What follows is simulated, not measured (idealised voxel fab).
Process module under the name voxel lift off
Square cell edge 5 nm, section width 185 nm, ID cut.
If you're reading a cross-section in this doc, picture square cells in a grid; it comes to you as bands, top ones listed first down to the bottom, and a band can be one or more rows of cells.
Each band's line starts with the height of the band's top and of its bottom, in nm. Then come its materials from left to right, each with its width in nm. One material with "edge to edge" fills the band from edge to edge. "air" is empty space.
Heights are measured from 0, the level below which the as-received wafer is all one material; the lowest band has no bottom and continues downward, written as in "0 and below".
It should be noted that a width expressed as "30->40" varies in equal increments from row to row of cells within the band, taking the value of the first number at the top row and that of the second number at the bottom row.
You'll sometimes find "no change occurred" written for a step, and that's the way of saying that nowhere in the cross-section did a cell change during that step.
"Non-vented voids": empty spaces of 8 cells or more with no open way to the top, each given as width x height at distance, distance from the left edge, all in nm.
It should be noted that, on the line of a given step, the content following the step's settings is a remark produced by the simulator itself with respect to that step.
The line of a step may include "overlay nm". On a step with a mask, this value is how far to the right of its planned place the mask lay. A negative value means the mask lay to the left.
-- Below is the list of planned process steps
1 RECEIVE, material Si
2 CONFORMAL_DEP, material SiO2, thk nm 15
3 PATTERN, tone open, mask id LINES, material resist, width nm 25, pitch nm 55, thk nm 25, overlay nm 0
4 DIRECTIONAL_DEP, material Ru, thk nm 10
5 STRIP, etch materials resist
6 CONFORMAL_DEP, material SiO2, thk nm 10
-- Step 1 complete: cross-section of the wafer as received
	0 and below  Si edge to edge
	Non-vented voids: none
-- Cross-section, end of module. Start: as above. Plan: as above. Execution: one mistake
	30 down to 20  air=40; SiO2=45; air=10; SiO2=45; air=45
	20 down to 10  SiO2=50; Ru=25; SiO2=30; Ru=25; SiO2=55
	10 down to 0  SiO2 edge to edge
	0 and below  Si edge to edge
	Non-vented voids: none
Run error: off-plan run, step 2, actual operation and settings CONFORMAL_DEP, material SiO2, thk nm 10
